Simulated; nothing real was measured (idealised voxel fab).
process module | voxel ribs on slabs
cross-section cut | 285 nm wide | cells 5 nm
A cross-section is a grid of square cells, given in bands from the top down. A band is one or more rows of cells.
Each band's line starts with the height of the band's top and of its bottom, in nm. Then come its materials from left to right, each with its width in nm. One material with "throughout" fills the band from edge to edge. "air" is empty space.
Height 0 is the level under which the wafer as received is all one material. The lowest band goes on downwards, as in "0 down".
A width such as "30 to 40" changes by the same amount from each row of cells to the next, from the band's top row to its bottom row.
"no change" after a step means that no cell of the cross-section changed.
closed voids: empty space of 8 cells or more with no open way to the top, each as width x height at its distance from the left edge, in nm
after a step's settings: what the simulator itself notes on the step
overlay nm, on a step with a mask: how far to the right of its planned place the mask lay; to the left if negative
plan
1 op RECEIVE | material Si
2 op DIRECTIONAL_DEP | material SiO2 | thk nm 20
3 op DIRECTIONAL_DEP | material polySi | thk nm 15
4 op PATTERN | tone cover | mask id RIB | material resist | width nm 20 | thk nm 15 | overlay nm 0
5 op DIRECTIONAL_ETCH | etch materials polySi | depth nm 5
6 op STRIP | etch materials resist
7 op MASKED_ETCH | tone cover | mask id SLAB | width nm 60 | etch materials polySi | depth nm 10 | overlay nm 0
8 op FILL_DEP | material SiO2 | thk nm 20
9 op CMP | height nm 50
10 op DIRECTIONAL_DEP | material TiN | thk nm 5
11 op PATTERN | tone cover | mask id HEATER | material resist | width nm 30 | thk nm 20 | overlay nm 0
12 op DIRECTIONAL_ETCH | etch materials TiN | depth nm 5
13 op STRIP | etch materials resist
14 op CONFORMAL_DEP | material SiN | thk nm 10
as received, after step 1
  0 down: Si throughout
  closed voids: none
a wafer at the end: this start, this plan, one mistake
  65 to 60: air 115 | SiN 50 | air 120
  60 to 55: SiN throughout
  55 to 50: SiN 125 | TiN 30 | SiN 130
  50 to 30: SiO2 throughout
  30 to 20: SiO2 110 | polySi 20 | SiO2 20 | polySi 20 | SiO2 115
  20 to 0: SiO2 throughout
  0 down: Si throughout
  closed voids: none
what went wrong: steps 3 and 4 were swapped
